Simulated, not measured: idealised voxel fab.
Presented below is a process module, voxel self aligned vias.
It is cross-section cut that appears here, measuring 280 nm in width, its square cells being 5 nm in size.
Think of the cross-section as a grid of square cells. We describe it in bands, top to bottom, and each band covers one or more rows of those cells. Look at the band entry: it leads with the top's height and the bottom's height in nm. Then it lists the materials left to right, with a width in nm for each. The word "all across" on a single material says that material fills the band edge to edge. The word "blank" is empty space. Height reference: 0 = level under which incoming wafer is all one material. Lowest band: no bottom, runs on downward, e.g. "0 and below". With a width like "30 to 40", each row of cells in the band differs from the next by the same amount, the top row carrying the first number and the bottom row the second. Step note "identical to before" = no cross-section cell changed. The entry titled "Enclosed internal voids" provides the empty spaces that have no open way to the top, restricted to those of 8 cells or more. Each is presented as width x height at distance, the distance being measured from the left edge, with all three in nm. Formally, on a step line, whatever follows the settings is a remark that the simulator itself makes on the step. overlay nm: where the mask lay relative to plan, measured to the right, on steps with a mask; negatives go left. Each pair of cross-sections that follows straddles one process step: the one shows the state before the step, the other the state after it, down to the lowest band that changed and no further. The step in question, and its settings, are given under the pair. Note that a pair is not necessarily a continuation of the pair above it, since pairs can come from different runs of this module on the same starting wafer; it is a continuation only where its entry headed "Preceding state" says so.
Preceding state:
* 0 and below  Si all across
* Enclosed internal voids: none
Step Outcome:
* 10 down to 0  SiO2 all across
* Note: structure below 0 unchanged.
* Enclosed internal voids: none
So what happens between those two cross-sections up there? CONFORMAL_DEP: material SiO2, thk nm 10
Preceding state: as shown after the step in the preceding pair, directly above.
Step Outcome:
* 15 down to 10  SiCN all across
* Note: structure below 10 unchanged.
* Enclosed internal voids: none
So what happens between those two cross-sections up there? CONFORMAL_DEP: material SiCN, thk nm 5
Preceding state: as shown after the step in the preceding pair, directly above.
Step Outcome:
* 35 down to 15  lowk all across
* Note: structure below 15 unchanged.
* Enclosed internal voids: none
So what happens between those two cross-sections up there? DIRECTIONAL_DEP: material lowk, thk nm 20
Preceding state: as shown after the step in the preceding pair, directly above.
Step Outcome:
* 45 down to 35  aC all across
* Note: structure below 35 unchanged.
* Enclosed internal voids: none
So what happens between those two cross-sections up there? DIRECTIONAL_DEP: material aC, thk nm 10
Preceding state: as shown after the step in the preceding pair, directly above.
Step Outcome:
* 75 down to 45  90 resist  30 blank  35 resist  30 blank  95 resist
* Note: structure below 45 unchanged.
* Enclosed internal voids: none
So what happens between those two cross-sections up there? PATTERN: tone open, mask id LINES, material resist, width nm 30, pitch nm 65, thk nm 30, overlay nm 0
Preceding state: as shown after the step in the preceding pair, directly above.
Step Outcome:
* 65 down to 45  90 resist  30 blank  35 resist  30 blank  95 resist
* 45 down to 35  90 aC  30 blank  35 aC  30 blank  95 aC
* Note: structure below 35 unchanged.
* Enclosed internal voids: none
So what happens between those two cross-sections up there? DIRECTIONAL_ETCH: etch materials aC, depth nm 10
Preceding state: as shown after the step in the preceding pair, directly above.
Step Outcome:
* 45 down to 35  90 aC  30 blank  35 aC  30 blank  95 aC
* Note: structure below 35 unchanged.
* Enclosed internal voids: none
So what happens between those two cross-sections up there? STRIP: etch materials resist
Preceding state: as shown after the step in the preceding pair, directly above.
Step Outcome:
* 45 down to 35  90 aC  30 blank  35 aC  30 blank  95 aC
* 35 down to 15  90 lowk  30 blank  35 lowk  30 blank  95 lowk
* Note: structure below 15 unchanged.
* Enclosed internal voids: none
So what happens between those two cross-sections up there? DIRECTIONAL_ETCH: etch materials lowk, depth nm 20
Preceding state: as shown after the step in the preceding pair, directly above.
Step Outcome:
* 35 down to 15  90 lowk  30 blank  35 lowk  30 blank  95 lowk
* Note: structure below 15 unchanged.
* Enclosed internal voids: none
So what happens between those two cross-sections up there? STRIP: etch materials aC
Preceding state: as shown after the step in the preceding pair, directly above.
Step Outcome:
* 40 down to 35  95 TiN  20 blank  45 TiN  20 blank  100 TiN
* 35 down to 20  90 lowk  5 TiN  20 blank  5 TiN  35 lowk  5 TiN  20 blank  5 TiN  95 lowk
* 20 down to 15  90 lowk  30 TiN  35 lowk  30 TiN  95 lowk
* Note: structure below 15 unchanged.
* Enclosed internal voids: none
So what happens between those two cross-sections up there? CONFORMAL_DEP: material TiN, thk nm 5
Preceding state: as shown after the step in the preceding pair, directly above.
Step Outcome:
* 50 down to 40  W all across
* 40 down to 35  95 TiN  20 W  45 TiN  20 W  100 TiN
* 35 down to 20  90 lowk  5 TiN  20 W  5 TiN  35 lowk  5 TiN  20 W  5 TiN  95 lowk
* Note: structure below 20 unchanged.
* Enclosed internal voids: none
So what happens between those two cross-sections up there? FILL_DEP: material W, thk nm 10
Preceding state: as shown after the step in the preceding pair, directly above.
Step Outcome:
* 35 down to 20  90 lowk  5 TiN  20 W  5 TiN  35 lowk  5 TiN  20 W  5 TiN  95 lowk
* Note: structure below 20 unchanged.
* Enclosed internal voids: none
So what happens between those two cross-sections up there? CMP: height nm 35
Preceding state: as shown after the step in the preceding pair, directly above.
Step Outcome:
* 35 down to 30  90 lowk  30 blank  35 lowk  30 blank  95 lowk
* Note: structure below 30 unchanged.
* Enclosed internal voids: none
So what happens between those two cross-sections up there? SELECTIVE_ETCH: etch materials W Ru TiN, depth nm 5
Preceding state: as shown after the step in the preceding pair, directly above.
Step Outcome:
* 40 down to 35  SiN all across
* 35 down to 30  90 lowk  30 SiN  35 lowk  30 SiN  95 lowk
* Note: structure below 30 unchanged.
* Enclosed internal voids: none
So what happens between those two cross-sections up there? FILL_DEP: material SiN, thk nm 5
Preceding state: as shown after the step in the preceding pair, directly above.
Step Outcome:
* 35 down to 30  90 lowk  30 SiN  35 lowk  30 SiN  95 lowk
* Note: structure below 30 unchanged.
* Enclosed internal voids: none
So what happens between those two cross-sections up there? CMP: height nm 35
Preceding state: as shown after the step in the preceding pair, directly above.
Step Outcome:
* 55 down to 35  lowk all across
* Note: structure below 35 unchanged.
* Enclosed internal voids: none
So what happens between those two cross-sections up there? DIRECTIONAL_DEP: material lowk, thk nm 20
Preceding state: as shown after the step in the preceding pair, directly above.
Step Outcome:
* 75 down to 55  85 resist  40 blank  155 resist
* Note: structure below 55 unchanged.
* Enclosed internal voids: none
So what happens between those two cross-sections up there? PATTERN: tone open, mask id VIAS, material resist, width nm 40, thk nm 20, overlay nm 0
Preceding state: as shown after the step in the preceding pair, directly above.
Step Outcome:
* 75 down to 55  85 resist  40 blank  155 resist
* 55 down to 35  85 lowk  40 blank  155 lowk
* Note: structure below 35 unchanged.
* Enclosed internal voids: none
So what happens between those two cross-sections up there? DIRECTIONAL_ETCH: etch materials lowk, depth nm 20
Preceding state: as shown after the step in the preceding pair, directly above.
Step Outcome:
* 75 down to 55  85 resist  40 blank  155 resist
* 55 down to 35  85 lowk  40 blank  155 lowk
* 35 down to 30  90 lowk  30 blank  35 lowk  30 SiN  95 lowk
* Note: structure below 30 unchanged.
* Enclosed internal voids: none
So what happens between those two cross-sections up there? DIRECTIONAL_ETCH: etch materials SiN, depth nm 5
Preceding state: as shown after the step in the preceding pair, directly above.
Step Outcome:
* 55 down to 35  85 lowk  40 blank  155 lowk
* Note: structure below 35 unchanged.
* Enclosed internal voids: none
So what happens between those two cross-sections up there? STRIP: etch materials resist
Preceding state: as shown after the step in the preceding pair, directly above.
Step Outcome:
* 60 down to 55  90 TiN  30 blank  160 TiN
* 55 down to 40  85 lowk  5 TiN  30 blank  5 TiN  155 lowk
* 40 down to 35  85 lowk  10 TiN  20 blank  10 TiN  155 lowk
* 35 down to 30  90 lowk  30 TiN  35 lowk  30 SiN  95 lowk
* Note: structure below 30 unchanged.
* Enclosed internal voids: none
So what happens between those two cross-sections up there? CONFORMAL_DEP: material TiN, thk nm 5
Preceding state: as shown after the step in the preceding pair, directly above.
Step Outcome:
* 65 down to 60  Cu all across
* 60 down to 55  90 TiN  30 Cu  160 TiN
* 55 down to 40  85 lowk  5 TiN  30 Cu  5 TiN  155 lowk
* 40 down to 35  85 lowk  10 TiN  20 Cu  10 TiN  155 lowk
* Note: structure below 35 unchanged.
* Enclosed internal voids: none
So what happens between those two cross-sections up there? FILL_DEP: material Cu, thk nm 5
Preceding state: as shown after the step in the preceding pair, directly above.
Step Outcome:
* 55 down to 40  85 lowk  5 TiN  30 Cu  5 TiN  155 lowk
* Note: structure below 40 unchanged.
* Enclosed internal voids: none
So what happens between those two cross-sections up there? CMP: height nm 55
Preceding state: as shown after the step in the preceding pair, directly above.
Step Outcome:
* 60 down to 55  SiN all across
* Note: structure below 55 unchanged.
* Enclosed internal voids: none
So what happens between those two cross-sections up there? CONFORMAL_DEP: material SiN, thk nm 5
Preceding state:
* 0 and below  Si all across
* Enclosed internal voids: none
Step Outcome:
* 5 down to 0  SiCN all across
* Note: structure below 0 unchanged.
* Enclosed internal voids: none
So what happens between those two cross-sections up there? CONFORMAL_DEP: material SiCN, thk nm 5
Preceding state: as shown after the step in the preceding pair, directly above.
Step Outcome:
* 25 down to 5  lowk all across
* Note: structure below 5 unchanged.
* Enclosed internal voids: none
So what happens between those two cross-sections up there? DIRECTIONAL_DEP: material lowk, thk nm 20
Preceding state: as shown after the step in the preceding pair, directly above.
Step Outcome:
* 35 down to 25  aC all across
* Note: structure below 25 unchanged.
* Enclosed internal voids: none
So what happens between those two cross-sections up there? DIRECTIONAL_DEP: material aC, thk nm 10
Preceding state: as shown after the step in the preceding pair, directly above.
Step Outcome:
* 65 down to 35  90 resist  30 blank  35 resist  30 blank  95 resist
* Note: structure below 35 unchanged.
* Enclosed internal voids: none
So what happens between those two cross-sections up there? PATTERN: tone open, mask id LINES, material resist, width nm 30, pitch nm 65, thk nm 30, overlay nm 0
Preceding state: as shown after the step in the preceding pair, directly above.
Step Outcome:
* 55 down to 35  90 resist  30 blank  35 resist  30 blank  95 resist
* 35 down to 25  90 aC  30 blank  35 aC  30 blank  95 aC
* Note: structure below 25 unchanged.
* Enclosed internal voids: none
So what happens between those two cross-sections up there? DIRECTIONAL_ETCH: etch materials aC, depth nm 10
Preceding state: as shown after the step in the preceding pair, directly above.
Step Outcome:
* 35 down to 25  90 aC  30 blank  35 aC  30 blank  95 aC
* Note: structure below 25 unchanged.
* Enclosed internal voids: none
So what happens between those two cross-sections up there? STRIP: etch materials resist
Preceding state: as shown after the step in the preceding pair, directly above.
Step Outcome:
* 35 down to 25  90 aC  30 blank  35 aC  30 blank  95 aC
* 25 down to 5  90 lowk  30 blank  35 lowk  30 blank  95 lowk
* Note: structure below 5 unchanged.
* Enclosed internal voids: none
So what happens between those two cross-sections up there? DIRECTIONAL_ETCH: etch materials lowk, depth nm 20
Preceding state: as shown after the step in the preceding pair, directly above.
Step Outcome:
* 25 down to 5  90 lowk  30 blank  35 lowk  30 blank  95 lowk
* Note: structure below 5 unchanged.
* Enclosed internal voids: none
So what happens between those two cross-sections up there? STRIP: etch materials aC
Preceding state: as shown after the step in the preceding pair, directly above.
Step Outcome:
* 30 down to 25  95 TiN  20 blank  45 TiN  20 blank  100 TiN
* 25 down to 10  90 lowk  5 TiN  20 blank  5 TiN  35 lowk  5 TiN  20 blank  5 TiN  95 lowk
* 10 down to 5  90 lowk  30 TiN  35 lowk  30 TiN  95 lowk
* Note: structure below 5 unchanged.
* Enclosed internal voids: none
So what happens between those two cross-sections up there? CONFORMAL_DEP: material TiN, thk nm 5
Preceding state: as shown after the step in the preceding pair, directly above.
Step Outcome:
* 40 down to 30  W all across
* 30 down to 25  95 TiN  20 W  45 TiN  20 W  100 TiN
* 25 down to 10  90 lowk  5 TiN  20 W  5 TiN  35 lowk  5 TiN  20 W  5 TiN  95 lowk
* Note: structure below 10 unchanged.
* Enclosed internal voids: none
So what happens between those two cross-sections up there? FILL_DEP: material W, thk nm 10
Preceding state: as shown after the step in the preceding pair, directly above.
Step Outcome:
* 35 down to 30  W all across
* Note: structure below 30 unchanged.
* Enclosed internal voids: none
So what happens between those two cross-sections up there? CMP: height nm 35
Preceding state: as shown after the step in the preceding pair, directly above.
Step Outcome:
* 30 down to 25  95 TiN  20 W  45 TiN  20 W  100 TiN
* Note: structure below 25 unchanged.
* Enclosed internal voids: none
So what happens between those two cross-sections up there? SELECTIVE_ETCH: etch materials W Ru TiN, depth nm 5
Preceding state: as shown after the step in the preceding pair, directly above.
Step Outcome:
* 35 down to 30  SiN all across
* Note: structure below 30 unchanged.
* Enclosed internal voids: none
So what happens between those two cross-sections up there? FILL_DEP: material SiN, thk nm 5
Preceding state: as shown after the step in the preceding pair, directly above.
Step Outcome:
* 55 down to 35  lowk all across
* Note: structure below 35 unchanged.
* Enclosed internal voids: none
So what happens between those two cross-sections up there? DIRECTIONAL_DEP: material lowk, thk nm 20
Preceding state: as shown after the step in the preceding pair, directly above.
Step Outcome:
* 75 down to 55  85 resist  40 blank  155 resist
* Note: structure below 55 unchanged.
* Enclosed internal voids: none
So what happens between those two cross-sections up there? PATTERN: tone open, mask id VIAS, material resist, width nm 40, thk nm 20, overlay nm 0
Preceding state: as shown after the step in the preceding pair, directly above.
Step Outcome:
* 75 down to 55  85 resist  40 blank  155 resist
* 55 down to 35  85 lowk  40 blank  155 lowk
* Note: structure below 35 unchanged.
* Enclosed internal voids: none
So what happens between those two cross-sections up there? DIRECTIONAL_ETCH: etch materials lowk, depth nm 20
Preceding state: as shown after the step in the preceding pair, directly above.
Step Outcome:
* 75 down to 55  85 resist  40 blank  155 resist
* 55 down to 35  85 lowk  40 blank  155 lowk
* 35 down to 30  85 SiN  40 blank  155 SiN
* Note: structure below 30 unchanged.
* Enclosed internal voids: none
So what happens between those two cross-sections up there? DIRECTIONAL_ETCH: etch materials SiN, depth nm 5
Preceding state: as shown after the step in the preceding pair, directly above.
Step Outcome:
* 55 down to 35  85 lowk  40 blank  155 lowk
* Note: structure below 35 unchanged.
* Enclosed internal voids: none
So what happens between those two cross-sections up there? STRIP: etch materials resist
Preceding state: as shown after the step in the preceding pair, directly above.
Step Outcome:
* 60 down to 55  90 TiN  30 blank  160 TiN
* 55 down to 35  85 lowk  5 TiN  30 blank  5 TiN  155 lowk
* 35 down to 30  85 SiN  40 TiN  155 SiN
* Note: structure below 30 unchanged.
* Enclosed internal voids: none
So what happens between those two cross-sections up there? CONFORMAL_DEP: material TiN, thk nm 5
Preceding state: as shown after the step in the preceding pair, directly above.
Step Outcome:
* 65 down to 60  Cu all across
* 60 down to 55  90 TiN  30 Cu  160 TiN
* 55 down to 35  85 lowk  5 TiN  30 Cu  5 TiN  155 lowk
* Note: structure below 35 unchanged.
* Enclosed internal voids: none
So what happens between those two cross-sections up there? FILL_DEP: material Cu, thk nm 5
Preceding state: as shown after the step in the preceding pair, directly above.
Step Outcome:
* 55 down to 35  85 lowk  5 TiN  30 Cu  5 TiN  155 lowk
* Note: structure below 35 unchanged.
* Enclosed internal voids: none
So what happens between those two cross-sections up there? CMP: height nm 55
Preceding state: as shown after the step in the preceding pair, directly above.
Step Outcome:
* 60 down to 55  SiN all across
* Note: structure below 55 unchanged.
* Enclosed internal voids: none
So what happens between those two cross-sections up there? CONFORMAL_DEP: material SiN, thk nm 5
Preceding state:
* 75 down to 55  85 resist  40 blank  155 resist
* 55 down to 35  85 lowk  40 blank  155 lowk
* 35 down to 30  90 lowk  30 SiN  35 lowk  30 SiN  95 lowk
* 30 down to 20  90 lowk  5 TiN  20 W  5 TiN  35 lowk  5 TiN  20 W  5 TiN  95 lowk
* 20 down to 15  90 lowk  30 TiN  35 lowk  30 TiN  95 lowk
* 15 down to 10  SiCN all across
* 10 down to 0  SiO2 all across
* 0 and below  Si all across
* Enclosed internal voids: none
Step Outcome:
* 75 down to 55  85 resist  40 blank  155 resist
* 55 down to 35  85 lowk  40 blank  155 lowk
* 35 down to 30  85 lowk  5 blank  30 SiN  5 blank  30 lowk  30 SiN  95 lowk
* 30 down to 20  85 lowk  5 blank  5 TiN  20 W  5 TiN  5 blank  30 lowk  5 TiN  20 W  5 TiN  95 lowk
* 20 down to 15  85 lowk  5 blank  30 TiN  5 blank  30 lowk  30 TiN  95 lowk
* Note: structure below 15 unchanged.
* Enclosed internal voids: none
So what happens between those two cross-sections up there? DIRECTIONAL_ETCH: etch materials lowk, depth nm 20
Preceding state: as shown after the step in the preceding pair, directly above.
Step Outcome:
* 75 down to 55  85 resist  40 blank  155 resist
* 55 down to 35  85 lowk  40 blank  155 lowk
* 35 down to 30  85 lowk  40 blank  30 lowk  30 SiN  95 lowk
* Note: structure below 30 unchanged.
* Enclosed internal voids: none
So what happens between those two cross-sections up there? DIRECTIONAL_ETCH: etch materials SiN, depth nm 5
Preceding state: as shown after the step in the preceding pair, directly above.
Step Outcome:
* 55 down to 35  85 lowk  40 blank  155 lowk
* Note: structure below 35 unchanged.
* Enclosed internal voids: none
So what happens between those two cross-sections up there? STRIP: etch materials resist
Preceding state: as shown after the step in the preceding pair, directly above.
Step Outcome:
* 60 down to 55  90 TiN  30 blank  160 TiN
* 55 down to 35  85 lowk  5 TiN  30 blank  5 TiN  155 lowk
* 35 down to 30  85 lowk  40 TiN  30 lowk  30 SiN  95 lowk
* 30 down to 20  85 lowk  10 TiN  20 W  10 TiN  30 lowk  5 TiN  20 W  5 TiN  95 lowk
* 20 down to 15  85 lowk  40 TiN  30 lowk  30 TiN  95 lowk
* Note: structure below 15 unchanged.
* Enclosed internal voids: none
So what happens between those two cross-sections up there? CONFORMAL_DEP: material TiN, thk nm 5
Preceding state: as shown after the step in the preceding pair, directly above.
Step Outcome:
* 65 down to 60  Cu all across
* 60 down to 55  90 TiN  30 Cu  160 TiN
* 55 down to 35  85 lowk  5 TiN  30 Cu  5 TiN  155 lowk
* Note: structure below 35 unchanged.
* Enclosed internal voids: none
So what happens between those two cross-sections up there? FILL_DEP: material Cu, thk nm 5
Preceding state: as shown after the step in the preceding pair, directly above.
Step Outcome:
* 55 down to 35  85 lowk  5 TiN  30 Cu  5 TiN  155 lowk
* Note: structure below 35 unchanged.
* Enclosed internal voids: none
So what happens between those two cross-sections up there? CMP: height nm 55
Preceding state: as shown after the step in the preceding pair, directly above.
Step Outcome:
* 60 down to 55  SiN all across
* Note: structure below 55 unchanged.
* Enclosed internal voids: none
So what happens between those two cross-sections up there? CONFORMAL_DEP: material SiN, thk nm 5
Preceding state:
* 5 down to 0  SiCN all across
* 0 and below  Si all across
* Enclosed internal voids: none
Step Outcome:
* 15 down to 5  SiO2 all across
* Note: structure below 5 unchanged.
* Enclosed internal voids: none
So what happens between those two cross-sections up there? CONFORMAL_DEP: material SiO2, thk nm 10
Preceding state: as shown after the step in the preceding pair, directly above.
Step Outcome:
* 35 down to 15  lowk all across
* Note: structure below 15 unchanged.
* Enclosed internal voids: none
So what happens between those two cross-sections up there? DIRECTIONAL_DEP: material lowk, thk nm 20
Preceding state: as shown after the step in the preceding pair, directly above.
Step Outcome:
* 45 down to 35  aC all across
* Note: structure below 35 unchanged.
* Enclosed internal voids: none
So what happens between those two cross-sections up there? DIRECTIONAL_DEP: material aC, thk nm 10
Preceding state: as shown after the step in the preceding pair, directly above.
Step Outcome:
* 75 down to 45  90 resist  30 blank  35 resist  30 blank  95 resist
* Note: structure below 45 unchanged.
* Enclosed internal voids: none
So what happens between those two cross-sections up there? PATTERN: tone open, mask id LINES, material resist, width nm 30, pitch nm 65, thk nm 30, overlay nm 0
Preceding state: as shown after the step in the preceding pair, directly above.
Step Outcome:
* 65 down to 45  90 resist  30 blank  35 resist  30 blank  95 resist
* 45 down to 35  90 aC  30 blank  35 aC  30 blank  95 aC
* Note: structure below 35 unchanged.
* Enclosed internal voids: none
So what happens between those two cross-sections up there? DIRECTIONAL_ETCH: etch materials aC, depth nm 10
Preceding state: as shown after the step in the preceding pair, directly above.
Step Outcome:
* 45 down to 35  90 aC  30 blank  35 aC  30 blank  95 aC
* Note: structure below 35 unchanged.
* Enclosed internal voids: none
So what happens between those two cross-sections up there? STRIP: etch materials resist
Preceding state: as shown after the step in the preceding pair, directly above.
Step Outcome:
* 45 down to 35  90 aC  30 blank  35 aC  30 blank  95 aC
* 35 down to 15  90 lowk  30 blank  35 lowk  30 blank  95 lowk
* Note: structure below 15 unchanged.
* Enclosed internal voids: none
So what happens between those two cross-sections up there? DIRECTIONAL_ETCH: etch materials lowk, depth nm 20
Preceding state: as shown after the step in the preceding pair, directly above.
Step Outcome:
* 35 down to 15  90 lowk  30 blank  35 lowk  30 blank  95 lowk
* Note: structure below 15 unchanged.
* Enclosed internal voids: none
So what happens between those two cross-sections up there? STRIP: etch materials aC
Preceding state: as shown after the step in the preceding pair, directly above.
Step Outcome:
* 40 down to 35  95 TiN  20 blank  45 TiN  20 blank  100 TiN
* 35 down to 20  90 lowk  5 TiN  20 blank  5 TiN  35 lowk  5 TiN  20 blank  5 TiN  95 lowk
* 20 down to 15  90 lowk  30 TiN  35 lowk  30 TiN  95 lowk
* Note: structure below 15 unchanged.
* Enclosed internal voids: none
So what happens between those two cross-sections up there? CONFORMAL_DEP: material TiN, thk nm 5
Preceding state: as shown after the step in the preceding pair, directly above.
Step Outcome:
* 50 down to 40  W all across
* 40 down to 35  95 TiN  20 W  45 TiN  20 W  100 TiN
* 35 down to 20  90 lowk  5 TiN  20 W  5 TiN  35 lowk  5 TiN  20 W  5 TiN  95 lowk
* Note: structure below 20 unchanged.
* Enclosed internal voids: none
So what happens between those two cross-sections up there? FILL_DEP: material W, thk nm 10
Preceding state: as shown after the step in the preceding pair, directly above.
Step Outcome:
* 35 down to 20  90 lowk  5 TiN  20 W  5 TiN  35 lowk  5 TiN  20 W  5 TiN  95 lowk
* Note: structure below 20 unchanged.
* Enclosed internal voids: none
So what happens between those two cross-sections up there? CMP: height nm 35
Preceding state: as shown after the step in the preceding pair, directly above.
Step Outcome:
* 35 down to 30  90 lowk  30 blank  35 lowk  30 blank  95 lowk
* Note: structure below 30 unchanged.
* Enclosed internal voids: none
So what happens between those two cross-sections up there? SELECTIVE_ETCH: etch materials W Ru TiN, depth nm 5
Preceding state: as shown after the step in the preceding pair, directly above.
Step Outcome:
* 40 down to 35  SiN all across
* 35 down to 30  90 lowk  30 SiN  35 lowk  30 SiN  95 lowk
* Note: structure below 30 unchanged.
* Enclosed internal voids: none
So what happens between those two cross-sections up there? FILL_DEP: material SiN, thk nm 5
Preceding state: as shown after the step in the preceding pair, directly above.
Step Outcome:
* 35 down to 30  90 lowk  30 SiN  35 lowk  30 SiN  95 lowk
* Note: structure below 30 unchanged.
* Enclosed internal voids: none
So what happens between those two cross-sections up there? CMP: height nm 35
Preceding state: as shown after the step in the preceding pair, directly above.
Step Outcome:
* 55 down to 35  lowk all across
* Note: structure below 35 unchanged.
* Enclosed internal voids: none
So what happens between those two cross-sections up there? DIRECTIONAL_DEP: material lowk, thk nm 20
Preceding state: as shown after the step in the preceding pair, directly above.
Step Outcome:
* 75 down to 55  85 resist  40 blank  155 resist
* Note: structure below 55 unchanged.
* Enclosed internal voids: none
So what happens between those two cross-sections up there? PATTERN: tone open, mask id VIAS, material resist, width nm 40, thk nm 20, overlay nm 0
Preceding state: as shown after the step in the preceding pair, directly above.
Step Outcome:
* 75 down to 55  85 resist  40 blank  155 resist
* 55 down to 35  85 lowk  40 blank  155 lowk
* Note: structure below 35 unchanged.
* Enclosed internal voids: none
So what happens between those two cross-sections up there? DIRECTIONAL_ETCH: etch materials lowk, depth nm 20
Preceding state: as shown after the step in the preceding pair, directly above.
Step Outcome:
* 75 down to 55  85 resist  40 blank  155 resist
* 55 down to 35  85 lowk  40 blank  155 lowk
* 35 down to 30  90 lowk  30 blank  35 lowk  30 SiN  95 lowk
* Note: structure below 30 unchanged.
* Enclosed internal voids: none
So what happens between those two cross-sections up there? DIRECTIONAL_ETCH: etch materials SiN, depth nm 5
Preceding state: as shown after the step in the preceding pair, directly above.
Step Outcome:
* 55 down to 35  85 lowk  40 blank  155 lowk
* Note: structure below 35 unchanged.
* Enclosed internal voids: none
So what happens between those two cross-sections up there? STRIP: etch materials resist
Preceding state: as shown after the step in the preceding pair, directly above.
Step Outcome:
* 60 down to 55  90 TiN  30 blank  160 TiN
* 55 down to 40  85 lowk  5 TiN  30 blank  5 TiN  155 lowk
* 40 down to 35  85 lowk  10 TiN  20 blank  10 TiN  155 lowk
* 35 down to 30  90 lowk  30 TiN  35 lowk  30 SiN  95 lowk
* Note: structure below 30 unchanged.
* Enclosed internal voids: none
So what happens between those two cross-sections up there? CONFORMAL_DEP: material TiN, thk nm 5
Preceding state: as shown after the step in the preceding pair, directly above.
Step Outcome:
* 65 down to 60  Cu all across
* 60 down to 55  90 TiN  30 Cu  160 TiN
* 55 down to 40  85 lowk  5 TiN  30 Cu  5 TiN  155 lowk
* 40 down to 35  85 lowk  10 TiN  20 Cu  10 TiN  155 lowk
* Note: structure below 35 unchanged.
* Enclosed internal voids: none
So what happens between those two cross-sections up there? FILL_DEP: material Cu, thk nm 5
Preceding state: as shown after the step in the preceding pair, directly above.
Step Outcome:
* 55 down to 40  85 lowk  5 TiN  30 Cu  5 TiN  155 lowk
* Note: structure below 40 unchanged.
* Enclosed internal voids: none
So what happens between those two cross-sections up there? CMP: height nm 55
Preceding state: as shown after the step in the preceding pair, directly above.
Step Outcome:
* 60 down to 55  SiN all across
* Note: structure below 55 unchanged.
* Enclosed internal voids: none
So what happens between those two cross-sections up there? CONFORMAL_DEP: material SiN, thk nm 5
Preceding state:
* 0 and below  Si all across
* Enclosed internal voids: none
Step Outcome:
* 5 down to 0  SiO2 all across
* Note: structure below 0 unchanged.
* Enclosed internal voids: none
So what happens between those two cross-sections up there? CONFORMAL_DEP: material SiO2, thk nm 5
Preceding state: as shown after the step in the preceding pair, directly above.
Step Outcome:
* 10 down to 5  SiCN all across
* Note: structure below 5 unchanged.
* Enclosed internal voids: none
So what happens between those two cross-sections up there? CONFORMAL_DEP: material SiCN, thk nm 5
Preceding state: as shown after the step in the preceding pair, directly above.
Step Outcome:
* 30 down to 10  lowk all across
* Note: structure below 10 unchanged.
* Enclosed internal voids: none
So what happens between those two cross-sections up there? DIRECTIONAL_DEP: material lowk, thk nm 20
Preceding state: as shown after the step in the preceding pair, directly above.
Step Outcome:
* 40 down to 30  aC all across
* Note: structure below 30 unchanged.
* Enclosed internal voids: none
So what happens between those two cross-sections up there? DIRECTIONAL_DEP: material aC, thk nm 10
Preceding state: as shown after the step in the preceding pair, directly above.
Step Outcome:
* 70 down to 40  90 resist  30 blank  35 resist  30 blank  95 resist
* Note: structure below 40 unchanged.
* Enclosed internal voids: none
So what happens between those two cross-sections up there? PATTERN: tone open, mask id LINES, material resist, width nm 30, pitch nm 65, thk nm 30, overlay nm 0
Preceding state: as shown after the step in the preceding pair, directly above.
Step Outcome:
* 60 down to 40  90 resist  30 blank  35 resist  30 blank  95 resist
* 40 down to 30  90 aC  30 blank  35 aC  30 blank  95 aC
* Note: structure below 30 unchanged.
* Enclosed internal voids: none
So what happens between those two cross-sections up there? DIRECTIONAL_ETCH: etch materials aC, depth nm 10
Preceding state: as shown after the step in the preceding pair, directly above.
Step Outcome:
* 40 down to 30  90 aC  30 blank  35 aC  30 blank  95 aC
* Note: structure below 30 unchanged.
* Enclosed internal voids: none
So what happens between those two cross-sections up there? STRIP: etch materials resist
Preceding state: as shown after the step in the preceding pair, directly above.
Step Outcome:
* 40 down to 30  90 aC  30 blank  35 aC  30 blank  95 aC
* 30 down to 10  90 lowk  30 blank  35 lowk  30 blank  95 lowk
* Note: structure below 10 unchanged.
* Enclosed internal voids: none
So what happens between those two cross-sections up there? DIRECTIONAL_ETCH: etch materials lowk, depth nm 20
Preceding state: as shown after the step in the preceding pair, directly above.
Step Outcome:
* 30 down to 10  90 lowk  30 blank  35 lowk  30 blank  95 lowk
* Note: structure below 10 unchanged.
* Enclosed internal voids: none
So what happens between those two cross-sections up there? STRIP: etch materials aC
Preceding state: as shown after the step in the preceding pair, directly above.
Step Outcome:
* 35 down to 30  95 TiN  20 blank  45 TiN  20 blank  100 TiN
* 30 down to 15  90 lowk  5 TiN  20 blank  5 TiN  35 lowk  5 TiN  20 blank  5 TiN  95 lowk
* 15 down to 10  90 lowk  30 TiN  35 lowk  30 TiN  95 lowk
* Note: structure below 10 unchanged.
* Enclosed internal voids: none
So what happens between those two cross-sections up there? CONFORMAL_DEP: material TiN, thk nm 5
Preceding state: as shown after the step in the preceding pair, directly above.
Step Outcome:
* 45 down to 35  W all across
* 35 down to 30  95 TiN  20 W  45 TiN  20 W  100 TiN
* 30 down to 15  90 lowk  5 TiN  20 W  5 TiN  35 lowk  5 TiN  20 W  5 TiN  95 lowk
* Note: structure below 15 unchanged.
* Enclosed internal voids: none
So what happens between those two cross-sections up there? FILL_DEP: material W, thk nm 10
Preceding state: as shown after the step in the preceding pair, directly above.
Step Outcome:
* 35 down to 30  95 TiN  20 W  45 TiN  20 W  100 TiN
* Note: structure below 30 unchanged.
* Enclosed internal voids: none
So what happens between those two cross-sections up there? CMP: height nm 35
Preceding state: as shown after the step in the preceding pair, directly above.
Step Outcome:
* 30 down to 15  90 lowk  5 TiN  20 W  5 TiN  35 lowk  5 TiN  20 W  5 TiN  95 lowk
* Note: structure below 15 unchanged.
* Enclosed internal voids: none
So what happens between those two cross-sections up there? SELECTIVE_ETCH: etch materials W Ru TiN, depth nm 5
Preceding state: as shown after the step in the preceding pair, directly above.
Step Outcome:
* 35 down to 30  SiN all across
* Note: structure below 30 unchanged.
* Enclosed internal voids: none
So what happens between those two cross-sections up there? FILL_DEP: material SiN, thk nm 5
Preceding state: as shown after the step in the preceding pair, directly above.
Step Outcome:
* 55 down to 35  lowk all across
* Note: structure below 35 unchanged.
* Enclosed internal voids: none
So what happens between those two cross-sections up there? DIRECTIONAL_DEP: material lowk, thk nm 20
Preceding state: as shown after the step in the preceding pair, directly above.
Step Outcome:
* 75 down to 55  85 resist  40 blank  155 resist
* Note: structure below 55 unchanged.
* Enclosed internal voids: none
So what happens between those two cross-sections up there? PATTERN: tone open, mask id VIAS, material resist, width nm 40, thk nm 20, overlay nm 0
Preceding state: as shown after the step in the preceding pair, directly above.
Step Outcome:
* 75 down to 55  85 resist  40 blank  155 resist
* 55 down to 35  85 lowk  40 blank  155 lowk
* Note: structure below 35 unchanged.
* Enclosed internal voids: none
So what happens between those two cross-sections up there? DIRECTIONAL_ETCH: etch materials lowk, depth nm 20
